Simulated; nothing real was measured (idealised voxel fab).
The process module that follows is named voxel plated lines.
Shown is cross-section cut, with a width of 265 nm and square cells of size 5 nm.
Cross-section spec: square-cell grid; bands listed top down; each band is one or more rows. Band entry format. Leading values: height of top, height of bottom, nm. Remainder: materials in left-to-right order, each with its width in nm. Special words: "all across" on a single material, which then fills the band edge to edge; "empty", empty space. Note: height 0 marks the level under which the wafer is uniformly one material as received. Lowest band unbounded below, written "0 and below". Graded width ("30..40"): value in top row of band = first number; value in bottom row = second number; row-to-row change constant. "remains unaltered", as given for a step, is the statement that not any cell of the cross-section underwent a change during that step. "Tabulated closed voids" lists enclosed empty spaces (at least 8 cells, no open path upward to the top), each as width x height at distance from the left edge, in nm. If you see something after the settings on a step's line, that's the simulator's own remark about that step. The setting "overlay nm" may be written on the line of a step. When the step uses a mask, the value reports how far to the right of the planned place the mask lay, and a negative value reports that it lay to the left.
Planned process steps
| 1 | RECEIVE: material Si |
| 2 | CONFORMAL_DEP: material SiO2, thk nm 15 |
| 3 | DIRECTIONAL_DEP: material TiN, thk nm 5 |
| 4 | PATTERN: tone open, mask id LINES, material resist, width nm 20, pitch nm 50, thk nm 20, overlay nm 0 |
| 5 | EPI: material Ru, thk nm 5 |
| 6 | STRIP: etch materials resist |
| 7 | DIRECTIONAL_ETCH: etch materials TiN, depth nm 5 |
| 8 | CONFORMAL_DEP: material SiN, thk nm 10 |
First wafer, as planned
Shown in cross-section is the wafer as received, that is, as it stands after step 1
  0 and below | Si all across
  Tabulated closed voids: none
Presented here is a cross-section of the wafer after step 2 has been performed
  15 down to 0 | SiO2 all across
  Nothing below the height 0 has changed.
Presented here is a cross-section of the wafer after step 3 has been performed
  20 down to 15 | TiN all across
  Nothing below the height 15 has changed.
Presented here is a cross-section of the wafer after step 4 has been performed
  40 down to 20 | resist (45), empty (20), resist (30), empty (20), resist (30), empty (20), resist (30), empty (20), resist (50)
  Nothing below the height 20 has changed.
Presented here is a cross-section of the wafer after step 5 has been performed
  40 down to 25 | resist (45), empty (20), resist (30), empty (20), resist (30), empty (20), resist (30), empty (20), resist (50)
  25 down to 20 | resist (45), Ru (20), resist (30), Ru (20), resist (30), Ru (20), resist (30), Ru (20), resist (50)
  Nothing below the height 20 has changed.
Presented here is a cross-section of the wafer after step 6 has been performed
  25 down to 20 | empty (45), Ru (20), empty (30), Ru (20), empty (30), Ru (20), empty (30), Ru (20), empty (50)
  Nothing below the height 20 has changed.
Presented here is a cross-section of the wafer after step 7 has been performed
  25 down to 20 | empty (45), Ru (20), empty (30), Ru (20), empty (30), Ru (20), empty (30), Ru (20), empty (50)
  20 down to 15 | empty (45), TiN (20), empty (30), TiN (20), empty (30), TiN (20), empty (30), TiN (20), empty (50)
  Nothing below the height 15 has changed.
Presented here is a cross-section of the wafer after step 8 has been performed
  35 down to 25 | empty (35), SiN (40), empty (10), SiN (40), empty (10), SiN (40), empty (10), SiN (40), empty (40)
  25 down to 20 | SiN (45), Ru (20), SiN (30), Ru (20), SiN (30), Ru (20), SiN (30), Ru (20), SiN (50)
  20 down to 15 | SiN (45), TiN (20), SiN (30), TiN (20), SiN (30), TiN (20), SiN (30), TiN (20), SiN (50)
  Nothing below the height 15 has changed.
The Second Wafer: Common Origin and Plan, One Mistake in Execution, Identical to the First Through Step 1
Cross-sectional representation of the second wafer at the time designated in the plan for the completion of step 2
  30 down to 0 | SiO2 all across
  Nothing below the height 0 has changed.
Cross-sectional representation of the second wafer at the time designated in the plan for the completion of step 3
  35 down to 30 | TiN all across
  Nothing below the height 30 has changed.
Cross-sectional representation of the second wafer at the time designated in the plan for the completion of step 4
  55 down to 35 | resist (45), empty (20), resist (30), empty (20), resist (30), empty (20), resist (30), empty (20), resist (50)
  Nothing below the height 35 has changed.
Cross-sectional representation of the second wafer at the time designated in the plan for the completion of step 5
  55 down to 40 | resist (45), empty (20), resist (30), empty (20), resist (30), empty (20), resist (30), empty (20), resist (50)
  40 down to 35 | resist (45), Ru (20), resist (30), Ru (20), resist (30), Ru (20), resist (30), Ru (20), resist (50)
  Nothing below the height 35 has changed.
Cross-sectional representation of the second wafer at the time designated in the plan for the completion of step 6
  40 down to 35 | empty (45), Ru (20), empty (30), Ru (20), empty (30), Ru (20), empty (30), Ru (20), empty (50)
  Nothing below the height 35 has changed.
Cross-sectional representation of the second wafer at the time designated in the plan for the completion of step 7
  40 down to 35 | empty (45), Ru (20), empty (30), Ru (20), empty (30), Ru (20), empty (30), Ru (20), empty (50)
  35 down to 30 | empty (45), TiN (20), empty (30), TiN (20), empty (30), TiN (20), empty (30), TiN (20), empty (50)
  Nothing below the height 30 has changed.
Cross-sectional representation of the second wafer at the time designated in the plan for the completion of step 8
  50 down to 40 | empty (35), SiN (40), empty (10), SiN (40), empty (10), SiN (40), empty (10), SiN (40), empty (40)
  40 down to 35 | SiN (45), Ru (20), SiN (30), Ru (20), SiN (30), Ru (20), SiN (30), Ru (20), SiN (50)
  35 down to 30 | SiN (45), TiN (20), SiN (30), TiN (20), SiN (30), TiN (20), SiN (30), TiN (20), SiN (50)
  Nothing below the height 30 has changed.
Processing error: the plan's step 2 ran twice
Heads up, by the end the second wafer has more or fewer cells of some materials compared to the first: SiO2: 159 more
